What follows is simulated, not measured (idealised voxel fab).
Name of the process module below: voxel wiring stack
For reference, the cross-section in this document is cut, with width 300 nm and square cells of 5 nm.
Heads up, the way a cross-section reads in here is a grid of square cells, handed over as bands from the top down, with every band being one or more rows of cells. Heights first: top, then bottom, in nm. Then materials, left to right, each with a width in nm. "throughout" on a single material: fills the band edge to edge. "air": empty space. Ref level 0: as-received wafer is one material below here. Bottom band extends down with no lower bound ("0..down"). The expression "30->40" gives the width at the extremes of the band, the first number at its top row of cells and the second at its bottom row, with the width changing by equal amounts from each row to the next in between. The cross-section has no changed cell in any step marked "nothing different". If an empty space has no open way to the top and is at least 8 cells in size, "Unvented internal voids" lists it, written width x height at distance, where distance is measured from the left edge and every value is in nm. Text after the settings on a step's line: the simulator's own remark on that step. The setting "overlay nm" may be written on the line of a step. When the step uses a mask, the value reports how far to the right of the planned place the mask lay, and a negative value reports that it lay to the left.
Set out below are the planned steps of the process
| 1 | RECEIVE [material Si] |
| 2 | CONFORMAL_DEP [material SiO2] [thk nm 15] |
| 3 | DIRECTIONAL_DEP [material TiN] [thk nm 5] |
| 4 | DIRECTIONAL_DEP [material W] [thk nm 25] |
| 5 | DIRECTIONAL_DEP [material aC] [thk nm 15] |
| 6 | PATTERN [tone cover] [mask id METAL_1] [material resist] [width nm 20] [pitch nm 35] [thk nm 30] [overlay nm 0] |
| 7 | DIRECTIONAL_ETCH [etch materials aC] [depth nm 15] |
| 8 | STRIP [etch materials resist] |
| 9 | DIRECTIONAL_ETCH [etch materials W] [depth nm 25] |
| 10 | DIRECTIONAL_ETCH [etch materials TiN] [depth nm 5] |
| 11 | STRIP [etch materials aC] |
| 12 | FILL_DEP [material SiO2] [thk nm 10] |
| 13 | CMP [height nm 45] |
| 14 | CONFORMAL_DEP [material SiCN] [thk nm 5] |
| 15 | DIRECTIONAL_DEP [material lowk] [thk nm 20] |
| 16 | PATTERN [tone open] [mask id PLUG_1] [material resist] [width nm 15] [thk nm 20] [overlay nm 0] |
| 17 | DIRECTIONAL_ETCH [etch materials lowk] [depth nm 20] |
| 18 | DIRECTIONAL_ETCH [etch materials SiCN] [depth nm 5] |
| 19 | STRIP [etch materials resist] |
| 20 | EPI [material Ru] [thk nm 10] |
| 21 | EPI [material Ru] [thk nm 10] |
| 22 | EPI [material Ru] [thk nm 5] |
| 23 | DIRECTIONAL_DEP [material TiN] [thk nm 5] |
| 24 | DIRECTIONAL_DEP [material W] [thk nm 25] |
| 25 | DIRECTIONAL_DEP [material aC] [thk nm 15] |
| 26 | PATTERN [tone cover] [mask id METAL_2] [material resist] [width nm 20] [pitch nm 35] [thk nm 35] [overlay nm 0] |
| 27 | DIRECTIONAL_ETCH [etch materials aC] [depth nm 15] |
| 28 | STRIP [etch materials resist] |
| 29 | DIRECTIONAL_ETCH [etch materials W] [depth nm 25] |
| 30 | DIRECTIONAL_ETCH [etch materials TiN] [depth nm 5] |
| 31 | STRIP [etch materials aC] |
| 32 | CONFORMAL_DEP [material SiN] [thk nm 5] |
| 33 | FILL_DEP [material SiO2] [thk nm 5] |
| 34 | CMP [height nm 100] |
| 35 | CONFORMAL_DEP [material SiCN] [thk nm 5] |
| 36 | DIRECTIONAL_DEP [material SiO2] [thk nm 20] |
| 37 | PATTERN [tone open] [mask id PLUG_2] [material resist] [width nm 15] [thk nm 20] [overlay nm 0] |
| 38 | DIRECTIONAL_ETCH [etch materials SiO2] [depth nm 20] |
| 39 | DIRECTIONAL_ETCH [etch materials SiCN] [depth nm 5] |
| 40 | STRIP [etch materials resist] |
| 41 | EPI [material Ru] [thk nm 10] |
| 42 | EPI [material Ru] [thk nm 10] |
| 43 | EPI [material Ru] [thk nm 5] |
| 44 | DIRECTIONAL_DEP [material TiN] [thk nm 5] |
| 45 | DIRECTIONAL_DEP [material Ru] [thk nm 15] |
| 46 | MASKED_ETCH [tone cover] [mask id METAL_3] [width nm 20] [pitch nm 35] [etch materials Ru] [depth nm 15] [overlay nm 0] |
| 47 | MASKED_ETCH [tone cover] [mask id METAL_3] [width nm 20] [pitch nm 35] [etch materials TiN] [depth nm 5] [overlay nm 0] |
| 48 | CONFORMAL_DEP [material SiCN] [thk nm 5] |
| 49 | FILL_DEP [material SiO2] [thk nm 5] |
| 50 | CMP [height nm 145] |
| 51 | CONFORMAL_DEP [material SiCN] [thk nm 5] |
Incoming wafer, cross-sectional view, post step 1
* 0..down | Si throughout
* Unvented internal voids: none
Cross-section: first of two wafers, module finished, run according to plan
* 150..145 | SiCN throughout
* 145..130 | SiO2 (115) | SiCN (5) | Ru (20) | SiCN (5) | SiO2 (5) | SiCN (5) | Ru (20) | SiCN (5) | SiO2 (120)
* 130..125 | SiCN (120) | TiN (20) | SiCN (15) | TiN (20) | SiCN (125)
* 125..105 | SiO2 (120) | Ru (15) | SiO2 (165)
* 105..100 | SiCN (120) | Ru (15) | SiCN (165)
* 100..75 | SiO2 (115) | SiN (5) | W (20) | SiN (5) | SiO2 (5) | SiN (5) | W (20) | SiN (5) | SiO2 (120)
* 75..70 | SiN (120) | TiN (20) | SiN (15) | TiN (20) | SiN (125)
* 70..50 | lowk (120) | Ru (15) | lowk (165)
* 50..45 | SiCN (120) | Ru (15) | SiCN (165)
* 45..20 | SiO2 (120) | W (20) | SiO2 (15) | W (20) | SiO2 (125)
* 20..15 | SiO2 (120) | TiN (20) | SiO2 (15) | TiN (20) | SiO2 (125)
* 15..0 | SiO2 throughout
* 0..down | Si throughout
* Unvented internal voids: none
Cross-section at end of module for the second wafer of two, which matched the first in starting point and plan and differed by one mistake in its processing
* 150..145 | SiCN throughout
* 145..130 | SiO2 (130) | SiCN (5) | Ru (5) | SiCN (5) | SiO2 (5) | SiCN (5) | Ru (20) | SiCN (5) | SiO2 (120)
* 130..125 | SiCN (125) | SiO2 (5) | SiCN (5) | TiN (5) | SiCN (15) | TiN (20) | SiCN (125)
* 125..120 | SiO2 (120) | SiCN (15) | SiO2 (165)
* 120..105 | SiO2 (120) | Ru (15) | SiO2 (165)
* 105..100 | SiCN (120) | TiN (15) | SiCN (165)
* 100..95 | SiO2 throughout
* 95..90 | SiN throughout
* 90..75 | W throughout
* 75..70 | TiN throughout
* 70..50 | lowk (120) | Ru (15) | lowk (165)
* 50..45 | SiCN (120) | Ru (15) | SiCN (165)
* 45..20 | SiO2 (120) | W (20) | SiO2 (15) | W (20) | SiO2 (125)
* 20..15 | SiO2 (120) | TiN (20) | SiO2 (15) | TiN (20) | SiO2 (125)
* 15..0 | SiO2 throughout
* 0..down | Si throughout
* Unvented internal voids: none
Short version of what went wrong: planned and actual differ for step 25; actual: DIRECTIONAL_DEP [material W] [thk nm 15]
at the end the second wafer has, in cells: 15 fewer of Ru; 5 more of SiCN; 12 fewer of SiN; 170 fewer of SiO2; 52 more of TiN; 140 more of W
